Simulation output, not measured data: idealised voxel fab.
Proc. module: voxel wiring stack
It is cross-section cut that appears here, measuring 290 nm in width, its square cells being 5 nm in size.
Cross-section spec: square-cell grid; bands listed top down; each band is one or more rows. The entry gives the band's vertical extent as a top height and a bottom height in nm, then its horizontal make-up as materials from left to right, each with a width in nm. "air" stands for empty space; a single material marked "all across" fills the band edge to edge. Below 0: as-received wafer, all one material; heights counted from there. Lowest band: no bottom, goes on down, written "from 0 down". Per-row width for "30..40": begins at first number (top row of band), ends at second number (bottom row), increment between rows held constant. You'll sometimes find "remained the same" written for a step, and that's the way of saying that nowhere in the cross-section did a cell change during that step. Listed in "Non-vented voids": every empty space of 8 or more cells without an open way to the top. Form: width x height at distance, the distance being from the left edge, all in nm. That trailing text on a step's line, after the settings, is the simulator's own remark on the step. When a step includes a mask, the "overlay nm" setting on its line states how far to the right of its planned place that mask lay, and negative values state how far to the left.

The following list gives the planned process steps:
1 op RECEIVE | material Si
2 op CONFORMAL_DEP | material SiO2 | thk nm 15
3 op DIRECTIONAL_DEP | material TiN | thk nm 5
4 op DIRECTIONAL_DEP | material W | thk nm 20
5 op DIRECTIONAL_DEP | material aC | thk nm 10
6 op PATTERN | tone cover | mask id METAL_1 | material resist | width nm 25 | pitch nm 45 | thk nm 30 | overlay nm 0
7 op DIRECTIONAL_ETCH | etch materials aC | depth nm 10
8 op STRIP | etch materials resist
9 op DIRECTIONAL_ETCH | etch materials W | depth nm 20
10 op DIRECTIONAL_ETCH | etch materials TiN | depth nm 5
11 op STRIP | etch materials aC
12 op CONFORMAL_DEP | material SiN | thk nm 5
13 op FILL_DEP | material lowk | thk nm 10
14 op CMP | height nm 40
15 op CONFORMAL_DEP | material SiCN | thk nm 5
16 op DIRECTIONAL_DEP | material SiO2 | thk nm 20
17 op DIRECTIONAL_DEP | material aC | thk nm 10
18 op PATTERN | tone open | mask id PLUG_1 | material resist | width nm 15 | pitch nm 45 | thk nm 25 | overlay nm 0
19 op DIRECTIONAL_ETCH | etch materials aC | depth nm 10
20 op STRIP | etch materials resist
21 op DIRECTIONAL_ETCH | etch materials SiO2 | depth nm 20
22 op DIRECTIONAL_ETCH | etch materials SiCN | depth nm 5
23 op STRIP | etch materials aC
24 op CONFORMAL_DEP | material TiN | thk nm 5
25 op FILL_DEP | material Cu | thk nm 5
26 op CMP | height nm 65
27 op DIRECTIONAL_DEP | material TiN | thk nm 5
28 op DIRECTIONAL_DEP | material W | thk nm 15
29 op DIRECTIONAL_DEP | material aC | thk nm 10
30 op PATTERN | tone cover | mask id METAL_2 | material resist | width nm 25 | pitch nm 45 | thk nm 30 | overlay nm 0
31 op DIRECTIONAL_ETCH | etch materials aC | depth nm 10
32 op STRIP | etch materials resist
33 op DIRECTIONAL_ETCH | etch materials W | depth nm 15
34 op DIRECTIONAL_ETCH | etch materials TiN | depth nm 5
35 op STRIP | etch materials aC
36 op CONFORMAL_DEP | material SiCN | thk nm 5
37 op FILL_DEP | material SiO2 | thk nm 10
38 op CMP | height nm 85
39 op CONFORMAL_DEP | material SiCN | thk nm 5
40 op DIRECTIONAL_DEP | material lowk | thk nm 10
41 op MASKED_ETCH | tone open | mask id PLUG_2 | width nm 15 | pitch nm 45 | etch materials lowk | depth nm 10 | overlay nm 0
42 op MASKED_ETCH | tone open | mask id PLUG_2 | width nm 15 | pitch nm 45 | etch materials SiCN | depth nm 5 | overlay nm 0
43 op CONFORMAL_DEP | material TiN | thk nm 5
44 op FILL_DEP | material W | thk nm 10
45 op CMP | height nm 100
46 op CONFORMAL_DEP | material SiN | thk nm 5
47 op DIRECTIONAL_DEP | material SiO2 | thk nm 20
48 op PATTERN | tone open | mask id METAL_3 | material resist | width nm 25 | pitch nm 45 | thk nm 20 | overlay nm 0
49 op DIRECTIONAL_ETCH | etch materials SiO2 | depth nm 20
50 op DIRECTIONAL_ETCH | etch materials SiN | depth nm 5
51 op STRIP | etch materials resist
52 op CONFORMAL_DEP | material TiN | thk nm 5
53 op FILL_DEP | material Ru | thk nm 10
54 op CMP | height nm 125
55 op CONFORMAL_DEP | material SiN | thk nm 5

First wafer, as planned:

Cross-section, incoming material, after step 1:
	from 0 down | Si all across
	Non-vented voids: none

How the wafer stands in section after step 2:
	from 15 to 0 | SiO2 all across
	Everything below 0 is unchanged.

How the wafer stands in section after step 3:
	from 20 to 15 | TiN all across
	Everything below 15 is unchanged.

How the wafer stands in section after step 4:
	from 40 to 20 | W all across
	Everything below 20 is unchanged.

How the wafer stands in section after step 5:
	from 50 to 40 | aC all across
	Everything below 40 is unchanged.

How the wafer stands in section after step 6:
	from 80 to 50 | air (85); resist (25); air (20); resist (25); air (20); resist (25); air (90)
	Everything below 50 is unchanged.

How the wafer stands in section after step 7:
	from 70 to 50 | air (85); resist (25); air (20); resist (25); air (20); resist (25); air (90)
	from 50 to 40 | air (85); aC (25); air (20); aC (25); air (20); aC (25); air (90)
	Everything below 40 is unchanged.

How the wafer stands in section after step 8:
	from 50 to 40 | air (85); aC (25); air (20); aC (25); air (20); aC (25); air (90)
	Everything below 40 is unchanged.

How the wafer stands in section after step 9:
	from 50 to 40 | air (85); aC (25); air (20); aC (25); air (20); aC (25); air (90)
	from 40 to 20 | air (85); W (25); air (20); W (25); air (20); W (25); air (90)
	Everything below 20 is unchanged.

How the wafer stands in section after step 10:
	from 50 to 40 | air (85); aC (25); air (20); aC (25); air (20); aC (25); air (90)
	from 40 to 20 | air (85); W (25); air (20); W (25); air (20); W (25); air (90)
	from 20 to 15 | air (85); TiN (25); air (20); TiN (25); air (20); TiN (25); air (90)
	Everything below 15 is unchanged.

How the wafer stands in section after step 11:
	from 40 to 20 | air (85); W (25); air (20); W (25); air (20); W (25); air (90)
	Everything below 20 is unchanged.

How the wafer stands in section after step 12:
	from 45 to 40 | air (80); SiN (35); air (10); SiN (35); air (10); SiN (35); air (85)
	from 40 to 20 | air (80); SiN (5); W (25); SiN (5); air (10); SiN (5); W (25); SiN (5); air (10); SiN (5); W (25); SiN (5); air (85)
	from 20 to 15 | SiN (85); TiN (25); SiN (20); TiN (25); SiN (20); TiN (25); SiN (90)
	Everything below 15 is unchanged.

How the wafer stands in section after step 13:
	from 55 to 45 | lowk all across
	from 45 to 40 | lowk (80); SiN (35); lowk (10); SiN (35); lowk (10); SiN (35); lowk (85)
	from 40 to 20 | lowk (80); SiN (5); W (25); SiN (5); lowk (10); SiN (5); W (25); SiN (5); lowk (10); SiN (5); W (25); SiN (5); lowk (85)
	Everything below 20 is unchanged.

How the wafer stands in section after step 14:
	from 40 to 20 | lowk (80); SiN (5); W (25); SiN (5); lowk (10); SiN (5); W (25); SiN (5); lowk (10); SiN (5); W (25); SiN (5); lowk (85)
	Everything below 20 is unchanged.

How the wafer stands in section after step 15:
	from 45 to 40 | SiCN all across
	Everything below 40 is unchanged.

How the wafer stands in section after step 16:
	from 65 to 45 | SiO2 all across
	Everything below 45 is unchanged.

How the wafer stands in section after step 17:
	from 75 to 65 | aC all across
	Everything below 65 is unchanged.

How the wafer stands in section after step 18:
	from 100 to 75 | resist (85); air (15); resist (30); air (15); resist (30); air (15); resist (100)
	Everything below 75 is unchanged.

How the wafer stands in section after step 19:
	from 90 to 75 | resist (85); air (15); resist (30); air (15); resist (30); air (15); resist (100)
	from 75 to 65 | aC (85); air (15); aC (30); air (15); aC (30); air (15); aC (100)
	Everything below 65 is unchanged.

How the wafer stands in section after step 20:
	from 75 to 65 | aC (85); air (15); aC (30); air (15); aC (30); air (15); aC (100)
	Everything below 65 is unchanged.

How the wafer stands in section after step 21:
	from 75 to 65 | aC (85); air (15); aC (30); air (15); aC (30); air (15); aC (100)
	from 65 to 45 | SiO2 (85); air (15); SiO2 (30); air (15); SiO2 (30); air (15); SiO2 (100)
	Everything below 45 is unchanged.

How the wafer stands in section after step 22:
	from 75 to 65 | aC (85); air (15); aC (30); air (15); aC (30); air (15); aC (100)
	from 65 to 45 | SiO2 (85); air (15); SiO2 (30); air (15); SiO2 (30); air (15); SiO2 (100)
	from 45 to 40 | SiCN (85); air (15); SiCN (30); air (15); SiCN (30); air (15); SiCN (100)
	Everything below 40 is unchanged.

How the wafer stands in section after step 23:
	from 65 to 45 | SiO2 (85); air (15); SiO2 (30); air (15); SiO2 (30); air (15); SiO2 (100)
	Everything below 45 is unchanged.

How the wafer stands in section after step 24:
	from 70 to 65 | TiN (90); air (5); TiN (40); air (5); TiN (40); air (5); TiN (105)
	from 65 to 45 | SiO2 (85); TiN (5); air (5); TiN (5); SiO2 (30); TiN (5); air (5); TiN (5); SiO2 (30); TiN (5); air (5); TiN (5); SiO2 (100)
	from 45 to 40 | SiCN (85); TiN (15); SiCN (30); TiN (15); SiCN (30); TiN (15); SiCN (100)
	Everything below 40 is unchanged.

How the wafer stands in section after step 25:
	from 75 to 70 | Cu all across
	from 70 to 65 | TiN (90); Cu (5); TiN (40); Cu (5); TiN (40); Cu (5); TiN (105)
	from 65 to 45 | SiO2 (85); TiN (5); Cu (5); TiN (5); SiO2 (30); TiN (5); Cu (5); TiN (5); SiO2 (30); TiN (5); Cu (5); TiN (5); SiO2 (100)
	Everything below 45 is unchanged.

How the wafer stands in section after step 26:
	from 65 to 45 | SiO2 (85); TiN (5); Cu (5); TiN (5); SiO2 (30); TiN (5); Cu (5); TiN (5); SiO2 (30); TiN (5); Cu (5); TiN (5); SiO2 (100)
	Everything below 45 is unchanged.

How the wafer stands in section after step 27:
	from 70 to 65 | TiN all across
	Everything below 65 is unchanged.

How the wafer stands in section after step 28:
	from 85 to 70 | W all across
	Everything below 70 is unchanged.

How the wafer stands in section after step 29:
	from 95 to 85 | aC all across
	Everything below 85 is unchanged.

How the wafer stands in section after step 30:
	from 125 to 95 | air (85); resist (25); air (20); resist (25); air (20); resist (25); air (90)
	Everything below 95 is unchanged.

How the wafer stands in section after step 31:
	from 115 to 95 | air (85); resist (25); air (20); resist (25); air (20); resist (25); air (90)
	from 95 to 85 | air (85); aC (25); air (20); aC (25); air (20); aC (25); air (90)
	Everything below 85 is unchanged.

How the wafer stands in section after step 32:
	from 95 to 85 | air (85); aC (25); air (20); aC (25); air (20); aC (25); air (90)
	Everything below 85 is unchanged.

How the wafer stands in section after step 33:
	from 95 to 85 | air (85); aC (25); air (20); aC (25); air (20); aC (25); air (90)
	from 85 to 70 | air (85); W (25); air (20); W (25); air (20); W (25); air (90)
	Everything below 70 is unchanged.

How the wafer stands in section after step 34:
	from 95 to 85 | air (85); aC (25); air (20); aC (25); air (20); aC (25); air (90)
	from 85 to 70 | air (85); W (25); air (20); W (25); air (20); W (25); air (90)
	from 70 to 65 | air (85); TiN (25); air (20); TiN (25); air (20); TiN (25); air (90)
	Everything below 65 is unchanged.

How the wafer stands in section after step 35:
	from 85 to 70 | air (85); W (25); air (20); W (25); air (20); W (25); air (90)
	Everything below 70 is unchanged.

How the wafer stands in section after step 36:
	from 90 to 85 | air (80); SiCN (35); air (10); SiCN (35); air (10); SiCN (35); air (85)
	from 85 to 70 | air (80); SiCN (5); W (25); SiCN (5); air (10); SiCN (5); W (25); SiCN (5); air (10); SiCN (5); W (25); SiCN (5); air (85)
	from 70 to 65 | SiCN (85); TiN (25); SiCN (20); TiN (25); SiCN (20); TiN (25); SiCN (90)
	Everything below 65 is unchanged.

How the wafer stands in section after step 37:
	from 100 to 90 | SiO2 all across
	from 90 to 85 | SiO2 (80); SiCN (35); SiO2 (10); SiCN (35); SiO2 (10); SiCN (35); SiO2 (85)
	from 85 to 70 | SiO2 (80); SiCN (5); W (25); SiCN (5); SiO2 (10); SiCN (5); W (25); SiCN (5); SiO2 (10); SiCN (5); W (25); SiCN (5); SiO2 (85)
	Everything below 70 is unchanged.

How the wafer stands in section after step 38:
	from 85 to 70 | SiO2 (80); SiCN (5); W (25); SiCN (5); SiO2 (10); SiCN (5); W (25); SiCN (5); SiO2 (10); SiCN (5); W (25); SiCN (5); SiO2 (85)
	Everything below 70 is unchanged.

How the wafer stands in section after step 39:
	from 90 to 85 | SiCN all across
	Everything below 85 is unchanged.

How the wafer stands in section after step 40:
	from 100 to 90 | lowk all across
	Everything below 90 is unchanged.

How the wafer stands in section after step 41:
	from 100 to 90 | lowk (85); air (15); lowk (30); air (15); lowk (30); air (15); lowk (100)
	Everything below 90 is unchanged.

How the wafer stands in section after step 42:
	from 100 to 90 | lowk (85); air (15); lowk (30); air (15); lowk (30); air (15); lowk (100)
	from 90 to 85 | SiCN (85); air (15); SiCN (30); air (15); SiCN (30); air (15); SiCN (100)
	Everything below 85 is unchanged.

How the wafer stands in section after step 43:
	from 105 to 100 | TiN (90); air (5); TiN (40); air (5); TiN (40); air (5); TiN (105)
	from 100 to 90 | lowk (85); TiN (5); air (5); TiN (5); lowk (30); TiN (5); air (5); TiN (5); lowk (30); TiN (5); air (5); TiN (5); lowk (100)
	from 90 to 85 | SiCN (85); TiN (15); SiCN (30); TiN (15); SiCN (30); TiN (15); SiCN (100)
	Everything below 85 is unchanged.

How the wafer stands in section after step 44:
	from 115 to 105 | W all across
	from 105 to 100 | TiN (90); W (5); TiN (40); W (5); TiN (40); W (5); TiN (105)
	from 100 to 90 | lowk (85); TiN (5); W (5); TiN (5); lowk (30); TiN (5); W (5); TiN (5); lowk (30); TiN (5); W (5); TiN (5); lowk (100)
	Everything below 90 is unchanged.

How the wafer stands in section after step 45:
	from 100 to 90 | lowk (85); TiN (5); W (5); TiN (5); lowk (30); TiN (5); W (5); TiN (5); lowk (30); TiN (5); W (5); TiN (5); lowk (100)
	Everything below 90 is unchanged.

How the wafer stands in section after step 46:
	from 105 to 100 | SiN all across
	Everything below 100 is unchanged.

How the wafer stands in section after step 47:
	from 125 to 105 | SiO2 all across
	Everything below 105 is unchanged.

How the wafer stands in section after step 48:
	from 145 to 125 | resist (85); air (25); resist (20); air (25); resist (20); air (25); resist (90)
	Everything below 125 is unchanged.

How the wafer stands in section after step 49:
	from 145 to 125 | resist (85); air (25); resist (20); air (25); resist (20); air (25); resist (90)
	from 125 to 105 | SiO2 (85); air (25); SiO2 (20); air (25); SiO2 (20); air (25); SiO2 (90)
	Everything below 105 is unchanged.

How the wafer stands in section after step 50:
	from 145 to 125 | resist (85); air (25); resist (20); air (25); resist (20); air (25); resist (90)
	from 125 to 105 | SiO2 (85); air (25); SiO2 (20); air (25); SiO2 (20); air (25); SiO2 (90)
	from 105 to 100 | SiN (85); air (25); SiN (20); air (25); SiN (20); air (25); SiN (90)
	Everything below 100 is unchanged.

How the wafer stands in section after step 51:
	from 125 to 105 | SiO2 (85); air (25); SiO2 (20); air (25); SiO2 (20); air (25); SiO2 (90)
	Everything below 105 is unchanged.

How the wafer stands in section after step 52:
	from 130 to 125 | TiN (90); air (15); TiN (30); air (15); TiN (30); air (15); TiN (95)
	from 125 to 105 | SiO2 (85); TiN (5); air (15); TiN (5); SiO2 (20); TiN (5); air (15); TiN (5); SiO2 (20); TiN (5); air (15); TiN (5); SiO2 (90)
	from 105 to 100 | SiN (85); TiN (25); SiN (20); TiN (25); SiN (20); TiN (25); SiN (90)
	Everything below 100 is unchanged.

How the wafer stands in section after step 53:
	from 140 to 130 | Ru all across
	from 130 to 125 | TiN (90); Ru (15); TiN (30); Ru (15); TiN (30); Ru (15); TiN (95)
	from 125 to 105 | SiO2 (85); TiN (5); Ru (15); TiN (5); SiO2 (20); TiN (5); Ru (15); TiN (5); SiO2 (20); TiN (5); Ru (15); TiN (5); SiO2 (90)
	Everything below 105 is unchanged.

How the wafer stands in section after step 54:
	from 125 to 105 | SiO2 (85); TiN (5); Ru (15); TiN (5); SiO2 (20); TiN (5); Ru (15); TiN (5); SiO2 (20); TiN (5); Ru (15); TiN (5); SiO2 (90)
	Everything below 105 is unchanged.

How the wafer stands in section after step 55:
	from 130 to 125 | SiN all across
	Everything below 125 is unchanged.

Second wafer: same start and same plan as the first, one execution error; identical to the first through step 45:

The second wafer cut through, at the time step 46 was supposed to be finished:
	from 105 to 100 | TiN all across
	Everything below 100 is unchanged.

The second wafer cut through, at the time step 47 was supposed to be finished:
	from 125 to 105 | SiO2 all across
	Everything below 105 is unchanged.

The second wafer cut through, at the time step 48 was supposed to be finished:
	from 145 to 125 | resist (85); air (25); resist (20); air (25); resist (20); air (25); resist (90)
	Everything below 125 is unchanged.

The second wafer cut through, at the time step 49 was supposed to be finished:
	from 145 to 125 | resist (85); air (25); resist (20); air (25); resist (20); air (25); resist (90)
	from 125 to 105 | SiO2 (85); air (25); SiO2 (20); air (25); SiO2 (20); air (25); SiO2 (90)
	Everything below 105 is unchanged.

The second wafer cut through, at the time step 50 was supposed to be finished: remained the same

The second wafer cut through, at the time step 51 was supposed to be finished:
	from 125 to 105 | SiO2 (85); air (25); SiO2 (20); air (25); SiO2 (20); air (25); SiO2 (90)
	Everything below 105 is unchanged.

The second wafer cut through, at the time step 52 was supposed to be finished:
	from 130 to 125 | TiN (90); air (15); TiN (30); air (15); TiN (30); air (15); TiN (95)
	from 125 to 110 | SiO2 (85); TiN (5); air (15); TiN (5); SiO2 (20); TiN (5); air (15); TiN (5); SiO2 (20); TiN (5); air (15); TiN (5); SiO2 (90)
	from 110 to 105 | SiO2 (85); TiN (25); SiO2 (20); TiN (25); SiO2 (20); TiN (25); SiO2 (90)
	Everything below 105 is unchanged.

The second wafer cut through, at the time step 53 was supposed to be finished:
	from 140 to 130 | Ru all across
	from 130 to 125 | TiN (90); Ru (15); TiN (30); Ru (15); TiN (30); Ru (15); TiN (95)
	from 125 to 110 | SiO2 (85); TiN (5); Ru (15); TiN (5); SiO2 (20); TiN (5); Ru (15); TiN (5); SiO2 (20); TiN (5); Ru (15); TiN (5); SiO2 (90)
	Everything below 110 is unchanged.

The second wafer cut through, at the time step 54 was supposed to be finished:
	from 125 to 110 | SiO2 (85); TiN (5); Ru (15); TiN (5); SiO2 (20); TiN (5); Ru (15); TiN (5); SiO2 (20); TiN (5); Ru (15); TiN (5); SiO2 (90)
	Everything below 110 is unchanged.

The second wafer cut through, at the time step 55 was supposed to be finished:
	from 130 to 125 | SiN all across
	Everything below 125 is unchanged.
Short version of what went wrong: step 46 ran with different settings than intended, the actual operation and settings being op CONFORMAL_DEP | material TiN | thk nm 5
Bottom line after processing is that, in cells, the second wafer is up or down on some materials versus the first: 9 fewer of Ru | 43 fewer of SiN | 52 more of TiN
